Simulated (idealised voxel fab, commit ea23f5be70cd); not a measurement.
Presented below is a process module, voxel air gaps.
It is cross-section cut that appears here, measuring 295 nm in width, its square cells being 5 nm in size.
Cross-section, as written here: a square-cell grid given band by band from the top down, where a band holds one or more rows of cells. It is stipulated that each band's entry specify, in nanometres, the height of the top of the band and then that of its bottom, followed by the materials of the band in left-to-right sequence, each together with its width in nanometres. A single material marked by the word "all across" is understood to fill the band from edge to edge; the word "blank" is understood to denote empty space. The reference from which all heights are counted is 0, the level beneath which the as-received wafer is entirely one material; the lowest band, having no lower bound, proceeds downward and is written after the example "top 0, no bottom". Width "30..40": first value at the band's top row of cells, second value at its bottom row, equal change from row to row. It should be understood that the words "changes: none", when stated for a given step, signify that the cross-section underwent no change in any of its cells during that step. Entry "Closed void catalog" = empty spaces >= 8 cells with no open way to the top; each as width x height at distance, distance from left edge, all nm. Step line, after settings: the simulator's comment on this step. overlay nm: mask offset rightward from planned place, masked step; negative means leftward offset.
plan:
1) RECEIVE,material Si
2) CONFORMAL_DEP,material SiO2,thk nm 15
3) CONFORMAL_DEP,material SiCN,thk nm 5
4) DIRECTIONAL_DEP,material SiO2,thk nm 40
5) DIRECTIONAL_DEP,material aC,thk nm 10
6) PATTERN,tone open,mask id LINES,material resist,width nm 15,pitch nm 45,thk nm 30,overlay nm 0
7) DIRECTIONAL_ETCH,etch materials aC,depth nm 10
8) STRIP,etch materials resist
9) DIRECTIONAL_ETCH,etch materials SiO2,depth nm 40
10) STRIP,etch materials aC
11) CONFORMAL_DEP,material TiN,thk nm 5
12) FILL_DEP,material W,thk nm 5
13) CMP,height nm 60
14) EPI,material Ru,thk nm 10
15) SELECTIVE_ETCH,etch materials SiO2,depth nm 50
16) CONFORMAL_DEP,material SiCN,thk nm 5
Here's what the wafer looked like in cross-section when it arrived - that's after step 1:
* top 0, no bottom = Si all across
* Closed void catalog: none
Same starting wafer, same plan as above, one mistake in the execution; this is the cross-section at the end of the module:
* top 75, bottom 70 = SiCN all across
* top 70, bottom 60 = Ru all across
* top 60, bottom 55 = 100 nm TiN, 5 nm W, 40 nm TiN, 5 nm W, 40 nm TiN, 5 nm W, 100 nm TiN
* top 55, bottom 25 = 95 nm SiO2, 5 nm TiN, 5 nm W, 5 nm TiN, 30 nm SiO2, 5 nm TiN, 5 nm W, 5 nm TiN, 30 nm SiO2, 5 nm TiN, 5 nm W, 5 nm TiN, 95 nm SiO2
* top 25, bottom 20 = 95 nm SiO2, 15 nm TiN, 30 nm SiO2, 15 nm TiN, 30 nm SiO2, 15 nm TiN, 95 nm SiO2
* top 20, bottom 15 = SiCN all across
* top 15, bottom 0 = SiO2 all across
* top 0, no bottom = Si all across
* Closed void catalog: none
Plan not followed: step 4 was run on a setting that differed from the plan, and what really ran there is DIRECTIONAL_DEP,material SiO2,thk nm 35
